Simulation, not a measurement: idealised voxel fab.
Module name: voxel gate over fins (process module)
For reference, the cross-section in this document is cut, with width 215 nm and square cells of 5 nm.
Each cross-section below is a grid of square cells, stated as bands in top-down order, with one or more rows of cells making up each band. It is stipulated that each band's entry specify, in nanometres, the height of the top of the band and then that of its bottom, followed by the materials of the band in left-to-right sequence, each together with its width in nanometres. A single material marked by the word "throughout" is understood to fill the band from edge to edge; the word "empty" is understood to denote empty space. Where do heights start? At 0: under that level the wafer as delivered is made of one material only. And the lowest band has no floor; it just carries on downward, as in "top 0, no bottom". The expression "30 to 40" gives the width at the extremes of the band, the first number at its top row of cells and the second at its bottom row, with the width changing by equal amounts from each row to the next in between. Take "remains unaltered" at face value: in the step it is given for, the cross-section changed in none of its cells. "Completely sealed voids" - sealed voids, min. 8 cells, no opening to top; format: width x height at distance (distance from left edge; nm throughout). It should be noted that, on the line of a given step, the content following the step's settings is a remark produced by the simulator itself with respect to that step. When a step includes a mask, the "overlay nm" setting on its line states how far to the right of its planned place that mask lay, and negative values state how far to the left.

### Process steps - plan
1. RECEIVE with material Si
2. CONFORMAL_DEP with material SiN, thk nm 5
3. PATTERN with tone cover, mask id FINS, material resist, width nm 15, pitch nm 50, thk nm 20, overlay nm 0
4. DIRECTIONAL_ETCH with etch materials SiN, depth nm 5
5. DIRECTIONAL_ETCH with etch materials Si, depth nm 40
6. STRIP with etch materials resist
7. FILL_DEP with material SiO2, thk nm 5
8. CMP with height nm 5
9. PATTERN with tone open, mask id RAIL, material resist, width nm 15, thk nm 20, overlay nm 0
10. DIRECTIONAL_ETCH with etch materials SiO2, depth nm 40
11. STRIP with etch materials resist
12. CONFORMAL_DEP with material TiN, thk nm 5
13. FILL_DEP with material Ru, thk nm 10
14. CMP with height nm 5
15. SELECTIVE_ETCH with etch materials W Ru TiN, depth nm 25
16. FILL_DEP with material SiO2, thk nm 5
17. CMP with height nm 5
18. SELECTIVE_ETCH with etch materials SiO2, depth nm 15
19. STRIP with etch materials SiN
20. CONFORMAL_DEP with material HfO2, thk nm 5
21. CONFORMAL_DEP with material TiN, thk nm 5
22. CONFORMAL_DEP with material TiAl, thk nm 5
23. CONFORMAL_DEP with material TiN, thk nm 5
24. FILL_DEP with material W, thk nm 10
25. CMP with height nm 25
26. CONFORMAL_DEP with material SiN, thk nm 5

### The cross-section here shows the wafer as received, i.e. in its state after step 1
- top 0, no bottom  Si throughout
- Completely sealed voids: none

### First of two wafers: cross-section at end of module, run per plan
- top 30, bottom 25  SiN throughout
- top 25, bottom 20  W throughout
- top 20, bottom 15  W 5 / TiN 205 / W 5
- top 15, bottom 10  W 5 / TiN 5 / TiAl 45 / TiN 5 / TiAl 45 / TiN 5 / TiAl 45 / TiN 5 / TiAl 45 / TiN 5 / W 5
- top 10, bottom 5  TiN 10 / TiAl 5 / TiN 35 / TiAl 5 / TiN 5 / TiAl 5 / TiN 35 / TiAl 5 / TiN 5 / TiAl 5 / TiN 35 / TiAl 5 / TiN 5 / TiAl 5 / TiN 35 / TiAl 5 / TiN 10
- top 5, bottom 0  TiAl 15 / TiN 5 / HfO2 25 / TiN 5 / TiAl 15 / TiN 5 / HfO2 25 / TiN 5 / TiAl 15 / TiN 5 / HfO2 25 / TiN 5 / TiAl 15 / TiN 5 / HfO2 25 / TiN 5 / TiAl 15
- top 0, bottom -5  TiN 20 / HfO2 5 / Si 15 / HfO2 5 / TiN 25 / HfO2 5 / Si 15 / HfO2 5 / TiN 25 / HfO2 5 / Si 15 / HfO2 5 / TiN 25 / HfO2 5 / Si 15 / HfO2 5 / TiN 20
- top -5, bottom -10  HfO2 25 / Si 15 / HfO2 35 / Si 15 / HfO2 35 / Si 15 / HfO2 35 / Si 15 / HfO2 25
- top -10, bottom -20  SiO2 25 / Si 15 / SiO2 35 / Si 15 / SiO2 35 / Si 15 / SiO2 35 / Si 15 / SiO2 25
- top -20, bottom -30  SiO2 25 / Si 15 / SiO2 10 / TiN 5 / Ru 5 / TiN 5 / SiO2 10 / Si 15 / SiO2 35 / Si 15 / SiO2 35 / Si 15 / SiO2 25
- top -30, bottom -35  SiO2 25 / Si 15 / SiO2 10 / TiN 15 / SiO2 10 / Si 15 / SiO2 35 / Si 15 / SiO2 35 / Si 15 / SiO2 25
- top -35, bottom -40  SiO2 25 / Si 15 / SiO2 35 / Si 15 / SiO2 35 / Si 15 / SiO2 35 / Si 15 / SiO2 25
- top -40, no bottom  Si throughout
- Completely sealed voids: none

### Module end: cross-section of wafer two of two. Same start and process plan as the first wafer. One mistake during execution
- top 30, bottom 25  SiN throughout
- top 25, bottom 20  W throughout
- top 20, bottom 15  W 5 / TiN 205 / W 5
- top 15, bottom 10  W 5 / TiN 5 / TiAl 45 / TiN 5 / TiAl 45 / TiN 5 / TiAl 45 / TiN 5 / TiAl 45 / TiN 5 / W 5
- top 10, bottom 5  TiN 10 / TiAl 5 / TiN 35 / TiAl 5 / TiN 5 / TiAl 5 / TiN 35 / TiAl 5 / TiN 5 / TiAl 5 / TiN 35 / TiAl 5 / TiN 5 / TiAl 5 / TiN 35 / TiAl 5 / TiN 10
- top 5, bottom 0  TiAl 15 / TiN 5 / HfO2 25 / TiN 5 / TiAl 15 / TiN 5 / HfO2 25 / TiN 5 / TiAl 15 / TiN 5 / HfO2 25 / TiN 5 / TiAl 15 / TiN 5 / HfO2 25 / TiN 5 / TiAl 15
- top 0, bottom -5  TiN 20 / HfO2 5 / Si 15 / HfO2 5 / TiN 25 / HfO2 5 / Si 15 / HfO2 5 / TiN 25 / HfO2 5 / Si 15 / HfO2 5 / TiN 25 / HfO2 5 / Si 15 / HfO2 5 / TiN 20
- top -5, bottom -10  HfO2 25 / Si 15 / HfO2 35 / Si 15 / HfO2 35 / Si 15 / HfO2 35 / Si 15 / HfO2 25
- top -10, bottom -20  SiO2 25 / Si 15 / SiO2 35 / Si 15 / SiO2 35 / Si 15 / SiO2 35 / Si 15 / SiO2 25
- top -20, bottom -30  Ru 20 / TiN 5 / Si 15 / TiN 10 / SiO2 15 / TiN 10 / Si 15 / TiN 5 / Ru 25 / TiN 5 / Si 15 / TiN 5 / Ru 25 / TiN 5 / Si 15 / TiN 5 / Ru 20
- top -30, bottom -35  TiN 25 / Si 15 / TiN 10 / SiO2 15 / TiN 10 / Si 15 / TiN 35 / Si 15 / TiN 35 / Si 15 / TiN 25
- top -35, bottom -40  SiO2 25 / Si 15 / SiO2 35 / Si 15 / SiO2 35 / Si 15 / SiO2 35 / Si 15 / SiO2 25
- top -40, no bottom  Si throughout
- Completely sealed voids: none
Want to know what went wrong? off-plan run, step 9, actual operation and settings PATTERN with tone cover, mask id RAIL, material resist, width nm 15, thk nm 20, overlay nm 0
Wafer comparison, final, in cells, second relative to first, materials more or fewer: Ru +34; SiO2 -75; TiN +41
